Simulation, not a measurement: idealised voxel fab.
process module | voxel self aligned vias
Pictured: cross-section cut, 200 nm wide, on a grid of 5 nm square cells.
Cross-section = grid of square cells, listed top down in bands; band = one or more rows. For a band, the entry starts with two heights in nm, that of the top and then that of the bottom, and carries on with the band's materials in order from left to right, each alongside its width in nm; the word "all across" beside a single material means it fills the band edge to edge, and "empty" means empty space. Heads up on the height convention: 0 is the point under which the incoming wafer is all one material, and the lowest band has no bottom, it just keeps going down, like "0 -> down". The two numbers in a width such as "30->40" mark its ends across the band: the first belongs to the top row of cells, the second to the bottom row, and from each row to the next the width moves by the same amount. Step note "no modification" = no cross-section cell changed. The entry "Closed void register" lists the empty spaces that cover at least 8 cells and have no open path to the top. Each is written as width x height at distance, where the distance is measured from the left edge and all three values are in nm. If you see something after the settings on a step's line, that's the simulator's own remark about that step. "overlay nm" denotes, for a step that has a mask, the displacement of the mask to the right of its planned place, with negative values corresponding to the left.
These are the steps we planned for the process
1) RECEIVE [material Si]
2) CONFORMAL_DEP [material SiO2] [thk nm 10]
3) CONFORMAL_DEP [material SiCN] [thk nm 5]
4) DIRECTIONAL_DEP [material SiO2] [thk nm 30]
5) PATTERN [tone open] [mask id LINES] [material resist] [width nm 30] [pitch nm 70] [thk nm 15] [overlay nm 0]
6) DIRECTIONAL_ETCH [etch materials SiO2] [depth nm 30]
7) STRIP [etch materials resist]
8) CONFORMAL_DEP [material TiN] [thk nm 5]
9) FILL_DEP [material Ru] [thk nm 10]
10) CMP [height nm 45]
11) SELECTIVE_ETCH [etch materials W Ru TiN] [depth nm 5]
12) FILL_DEP [material SiN] [thk nm 5]
13) CMP [height nm 45]
14) DIRECTIONAL_DEP [material SiO2] [thk nm 20]
15) PATTERN [tone open] [mask id VIAS] [material resist] [width nm 50] [pitch nm 70] [thk nm 15] [overlay nm 0]
16) DIRECTIONAL_ETCH [etch materials SiO2] [depth nm 20]
17) DIRECTIONAL_ETCH [etch materials SiN] [depth nm 5]
18) STRIP [etch materials resist]
19) CONFORMAL_DEP [material TiN] [thk nm 5]
20) FILL_DEP [material W] [thk nm 5]
21) CMP [height nm 65]
22) CONFORMAL_DEP [material SiCN] [thk nm 5]
The following pertains to the first of two wafers, which was processed as planned
Cross-section, incoming material, after step 1
  0 -> down  Si all across
  Closed void register: none
Presented here is a cross-section of the wafer after step 2 has been performed
  10 -> 0  SiO2 all across
  Under 0: no change, same as before.
Presented here is a cross-section of the wafer after step 3 has been performed
  15 -> 10  SiCN all across
  Under 10: no change, same as before.
Presented here is a cross-section of the wafer after step 4 has been performed
  45 -> 15  SiO2 all across
  Under 15: no change, same as before.
Presented here is a cross-section of the wafer after step 5 has been performed
  60 -> 45  resist: 50  empty: 30  resist: 40  empty: 30  resist: 50
  Under 45: no change, same as before.
Presented here is a cross-section of the wafer after step 6 has been performed
  60 -> 45  resist: 50  empty: 30  resist: 40  empty: 30  resist: 50
  45 -> 15  SiO2: 50  empty: 30  SiO2: 40  empty: 30  SiO2: 50
  Under 15: no change, same as before.
Presented here is a cross-section of the wafer after step 7 has been performed
  45 -> 15  SiO2: 50  empty: 30  SiO2: 40  empty: 30  SiO2: 50
  Under 15: no change, same as before.
Presented here is a cross-section of the wafer after step 8 has been performed
  50 -> 45  TiN: 55  empty: 20  TiN: 50  empty: 20  TiN: 55
  45 -> 20  SiO2: 50  TiN: 5  empty: 20  TiN: 5  SiO2: 40  TiN: 5  empty: 20  TiN: 5  SiO2: 50
  20 -> 15  SiO2: 50  TiN: 30  SiO2: 40  TiN: 30  SiO2: 50
  Under 15: no change, same as before.
Presented here is a cross-section of the wafer after step 9 has been performed
  60 -> 50  Ru all across
  50 -> 45  TiN: 55  Ru: 20  TiN: 50  Ru: 20  TiN: 55
  45 -> 20  SiO2: 50  TiN: 5  Ru: 20  TiN: 5  SiO2: 40  TiN: 5  Ru: 20  TiN: 5  SiO2: 50
  Under 20: no change, same as before.
Presented here is a cross-section of the wafer after step 10 has been performed
  45 -> 20  SiO2: 50  TiN: 5  Ru: 20  TiN: 5  SiO2: 40  TiN: 5  Ru: 20  TiN: 5  SiO2: 50
  Under 20: no change, same as before.
Presented here is a cross-section of the wafer after step 11 has been performed
  45 -> 40  SiO2: 50  empty: 30  SiO2: 40  empty: 30  SiO2: 50
  Under 40: no change, same as before.
Presented here is a cross-section of the wafer after step 12 has been performed
  50 -> 45  SiN all across
  45 -> 40  SiO2: 50  SiN: 30  SiO2: 40  SiN: 30  SiO2: 50
  Under 40: no change, same as before.
Presented here is a cross-section of the wafer after step 13 has been performed
  45 -> 40  SiO2: 50  SiN: 30  SiO2: 40  SiN: 30  SiO2: 50
  Under 40: no change, same as before.
Presented here is a cross-section of the wafer after step 14 has been performed
  65 -> 45  SiO2 all across
  Under 45: no change, same as before.
Presented here is a cross-section of the wafer after step 15 has been performed
  80 -> 65  resist: 40  empty: 50  resist: 20  empty: 50  resist: 40
  Under 65: no change, same as before.
Presented here is a cross-section of the wafer after step 16 has been performed
  80 -> 65  resist: 40  empty: 50  resist: 20  empty: 50  resist: 40
  65 -> 45  SiO2: 40  empty: 50  SiO2: 20  empty: 50  SiO2: 40
  Under 45: no change, same as before.
Presented here is a cross-section of the wafer after step 17 has been performed
  80 -> 65  resist: 40  empty: 50  resist: 20  empty: 50  resist: 40
  65 -> 45  SiO2: 40  empty: 50  SiO2: 20  empty: 50  SiO2: 40
  45 -> 40  SiO2: 50  empty: 30  SiO2: 40  empty: 30  SiO2: 50
  Under 40: no change, same as before.
Presented here is a cross-section of the wafer after step 18 has been performed
  65 -> 45  SiO2: 40  empty: 50  SiO2: 20  empty: 50  SiO2: 40
  Under 45: no change, same as before.
Presented here is a cross-section of the wafer after step 19 has been performed
  70 -> 65  TiN: 45  empty: 40  TiN: 30  empty: 40  TiN: 45
  65 -> 50  SiO2: 40  TiN: 5  empty: 40  TiN: 5  SiO2: 20  TiN: 5  empty: 40  TiN: 5  SiO2: 40
  50 -> 45  SiO2: 40  TiN: 15  empty: 20  TiN: 15  SiO2: 20  TiN: 15  empty: 20  TiN: 15  SiO2: 40
  45 -> 40  SiO2: 50  TiN: 30  SiO2: 40  TiN: 30  SiO2: 50
  Under 40: no change, same as before.
Presented here is a cross-section of the wafer after step 20 has been performed
  75 -> 70  W all across
  70 -> 65  TiN: 45  W: 40  TiN: 30  W: 40  TiN: 45
  65 -> 50  SiO2: 40  TiN: 5  W: 40  TiN: 5  SiO2: 20  TiN: 5  W: 40  TiN: 5  SiO2: 40
  50 -> 45  SiO2: 40  TiN: 15  W: 20  TiN: 15  SiO2: 20  TiN: 15  W: 20  TiN: 15  SiO2: 40
  Under 45: no change, same as before.
Presented here is a cross-section of the wafer after step 21 has been performed
  65 -> 50  SiO2: 40  TiN: 5  W: 40  TiN: 5  SiO2: 20  TiN: 5  W: 40  TiN: 5  SiO2: 40
  Under 50: no change, same as before.
Presented here is a cross-section of the wafer after step 22 has been performed
  70 -> 65  SiCN all across
  Under 65: no change, same as before.
Second Wafer (Identical Start and Plan, One Processing Error; Matches First Wafer Through Step 4)
At the planned end of step 5, the second wafer in cross-section
  60 -> 45  resist: 45  empty: 40  resist: 30  empty: 40  resist: 45
  Under 45: no change, same as before.
At the planned end of step 6, the second wafer in cross-section
  60 -> 45  resist: 45  empty: 40  resist: 30  empty: 40  resist: 45
  45 -> 15  SiO2: 45  empty: 40  SiO2: 30  empty: 40  SiO2: 45
  Under 15: no change, same as before.
At the planned end of step 7, the second wafer in cross-section
  45 -> 15  SiO2: 45  empty: 40  SiO2: 30  empty: 40  SiO2: 45
  Under 15: no change, same as before.
At the planned end of step 8, the second wafer in cross-section
  50 -> 45  TiN: 50  empty: 30  TiN: 40  empty: 30  TiN: 50
  45 -> 20  SiO2: 45  TiN: 5  empty: 30  TiN: 5  SiO2: 30  TiN: 5  empty: 30  TiN: 5  SiO2: 45
  20 -> 15  SiO2: 45  TiN: 40  SiO2: 30  TiN: 40  SiO2: 45
  Under 15: no change, same as before.
At the planned end of step 9, the second wafer in cross-section
  60 -> 50  Ru all across
  50 -> 45  TiN: 50  Ru: 30  TiN: 40  Ru: 30  TiN: 50
  45 -> 20  SiO2: 45  TiN: 5  Ru: 30  TiN: 5  SiO2: 30  TiN: 5  Ru: 30  TiN: 5  SiO2: 45
  Under 20: no change, same as before.
At the planned end of step 10, the second wafer in cross-section
  45 -> 20  SiO2: 45  TiN: 5  Ru: 30  TiN: 5  SiO2: 30  TiN: 5  Ru: 30  TiN: 5  SiO2: 45
  Under 20: no change, same as before.
At the planned end of step 11, the second wafer in cross-section
  45 -> 40  SiO2: 45  empty: 40  SiO2: 30  empty: 40  SiO2: 45
  Under 40: no change, same as before.
At the planned end of step 12, the second wafer in cross-section
  50 -> 45  SiN all across
  45 -> 40  SiO2: 45  SiN: 40  SiO2: 30  SiN: 40  SiO2: 45
  Under 40: no change, same as before.
At the planned end of step 13, the second wafer in cross-section
  45 -> 40  SiO2: 45  SiN: 40  SiO2: 30  SiN: 40  SiO2: 45
  Under 40: no change, same as before.
At the planned end of step 14, the second wafer in cross-section
  65 -> 45  SiO2 all across
  Under 45: no change, same as before.
At the planned end of step 15, the second wafer in cross-section
  80 -> 65  resist: 40  empty: 50  resist: 20  empty: 50  resist: 40
  Under 65: no change, same as before.
At the planned end of step 16, the second wafer in cross-section
  80 -> 65  resist: 40  empty: 50  resist: 20  empty: 50  resist: 40
  65 -> 45  SiO2: 40  empty: 50  SiO2: 20  empty: 50  SiO2: 40
  Under 45: no change, same as before.
At the planned end of step 17, the second wafer in cross-section
  80 -> 65  resist: 40  empty: 50  resist: 20  empty: 50  resist: 40
  65 -> 45  SiO2: 40  empty: 50  SiO2: 20  empty: 50  SiO2: 40
  45 -> 40  SiO2: 45  empty: 40  SiO2: 30  empty: 40  SiO2: 45
  Under 40: no change, same as before.
At the planned end of step 18, the second wafer in cross-section
  65 -> 45  SiO2: 40  empty: 50  SiO2: 20  empty: 50  SiO2: 40
  Under 45: no change, same as before.
At the planned end of step 19, the second wafer in cross-section
  70 -> 65  TiN: 45  empty: 40  TiN: 30  empty: 40  TiN: 45
  65 -> 50  SiO2: 40  TiN: 5  empty: 40  TiN: 5  SiO2: 20  TiN: 5  empty: 40  TiN: 5  SiO2: 40
  50 -> 45  SiO2: 40  TiN: 10  empty: 30  TiN: 10  SiO2: 20  TiN: 10  empty: 30  TiN: 10  SiO2: 40
  45 -> 40  SiO2: 45  TiN: 40  SiO2: 30  TiN: 40  SiO2: 45
  Under 40: no change, same as before.
At the planned end of step 20, the second wafer in cross-section
  75 -> 70  W all across
  70 -> 65  TiN: 45  W: 40  TiN: 30  W: 40  TiN: 45
  65 -> 50  SiO2: 40  TiN: 5  W: 40  TiN: 5  SiO2: 20  TiN: 5  W: 40  TiN: 5  SiO2: 40
  50 -> 45  SiO2: 40  TiN: 10  W: 30  TiN: 10  SiO2: 20  TiN: 10  W: 30  TiN: 10  SiO2: 40
  Under 45: no change, same as before.
At the planned end of step 21, the second wafer in cross-section
  65 -> 50  SiO2: 40  TiN: 5  W: 40  TiN: 5  SiO2: 20  TiN: 5  W: 40  TiN: 5  SiO2: 40
  Under 50: no change, same as before.
At the planned end of step 22, the second wafer in cross-section
  70 -> 65  SiCN all across
  Under 65: no change, same as before.
Where did the run depart from the plan? for step 5, the planned setting was not used; the step was instead run as PATTERN [tone open] [mask id LINES] [material resist] [width nm 40] [pitch nm 70] [thk nm 15] [overlay nm 0]
Final tally in cells, some materials are higher or lower on the second wafer than on the first: 16 more of Ru, 24 fewer of SiO2, 4 more of TiN, 4 more of W
